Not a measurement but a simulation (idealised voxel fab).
Name of the process module below: voxel self aligned vias
Pictured: cross-section cut, 225 nm wide, on a grid of 5 nm square cells.
The cross-sections in this document take the form of a grid made of square cells. They are written out as bands, in order from top to bottom. Each band consists of one or more rows of cells.
Each band's line starts with the height of the band's top and of its bottom, in nm. Then come its materials from left to right, each with its width in nm. One material with "all across" fills the band from edge to edge. "air" is empty space.
For the purposes of this specification, 0 denotes the height below which the wafer in its as-received condition is composed wholly of one material, and the lowermost band, lacking a lower limit, extends downward without end, as expressed in "0 nm and below".
When a width is written as two numbers, as in "30..40", the first number is the width in the top row of cells of the band and the second is the width in its bottom row, and the width changes by the same amount from each row to the next.
The designation "no alteration", where it is given for a processing step, indicates that no cell of the cross-section was altered in the course of that step.
The list in "Sealed cavities" covers empty spaces of 8 cells or more that cannot reach the top through any open way, and it gives each as width x height at distance; the distance is from the left edge, and width, height and distance are in nm.
Whatever follows a step's settings on its line is a remark the simulator itself makes about that step.
overlay nm: how far to the right of its planned place the mask lay on this masked step (negative: to the left).

## plan
1 op RECEIVE | material Si
2 op CONFORMAL_DEP | material SiO2 | thk nm 15
3 op CONFORMAL_DEP | material SiCN | thk nm 5
4 op DIRECTIONAL_DEP | material lowk | thk nm 20
5 op PATTERN | tone open | mask id LINES | material resist | width nm 20 | pitch nm 65 | thk nm 15 | overlay nm -15
6 op DIRECTIONAL_ETCH | etch materials lowk | depth nm 20
7 op STRIP | etch materials resist
8 op CONFORMAL_DEP | material TiN | thk nm 5
9 op FILL_DEP | material Ru | thk nm 5
10 op CMP | height nm 40
11 op SELECTIVE_ETCH | etch materials W Ru TiN | depth nm 5
12 op FILL_DEP | material SiN | thk nm 10
13 op CMP | height nm 40
14 op DIRECTIONAL_DEP | material lowk | thk nm 15
15 op DIRECTIONAL_DEP | material aC | thk nm 15
16 op PATTERN | tone open | mask id VIAS | material resist | width nm 40 | pitch nm 65 | thk nm 35 | overlay nm 0
17 op DIRECTIONAL_ETCH | etch materials aC | depth nm 15
18 op STRIP | etch materials resist
19 op DIRECTIONAL_ETCH | etch materials lowk | depth nm 15
20 op DIRECTIONAL_ETCH | etch materials SiN | depth nm 5
21 op STRIP | etch materials aC
22 op CONFORMAL_DEP | material TiN | thk nm 5
23 op FILL_DEP | material W | thk nm 5
24 op CMP | height nm 55
25 op CONFORMAL_DEP | material SiCN | thk nm 5
For this document, wafers share an identical start and vary in the step 5 overlay nm; the plan quotes the first wafer's value.

## The first of several wafers in cross-section, exactly as it reached us after step 1
0 nm and below: Si all across
Sealed cavities: none

## Gained (+) or lost (-) cells of each material since receipt, then closed voids: one row per wafer, at the end of the module
overlay nm -15; +12 Ru; +90 SiCN; +3 SiN; +135 SiO2; +66 TiN; +39 W; +195 lowk; Sealed cavities: none
overlay nm -10; +12 Ru; +90 SiCN; +135 SiO2; +66 TiN; +42 W; +195 lowk; Sealed cavities: none
overlay nm -5; +12 Ru; +90 SiCN; +135 SiO2; +66 TiN; +42 W; +195 lowk; Sealed cavities: none
overlay nm 0; +12 Ru; +90 SiCN; +135 SiO2; +66 TiN; +42 W; +195 lowk; Sealed cavities: none
overlay nm 5; +12 Ru; +90 SiCN; +135 SiO2; +66 TiN; +42 W; +195 lowk; Sealed cavities: none
overlay nm 10; +12 Ru; +90 SiCN; +135 SiO2; +66 TiN; +42 W; +195 lowk; Sealed cavities: none
overlay nm 15; +12 Ru; +90 SiCN; +3 SiN; +135 SiO2; +66 TiN; +39 W; +195 lowk; Sealed cavities: none
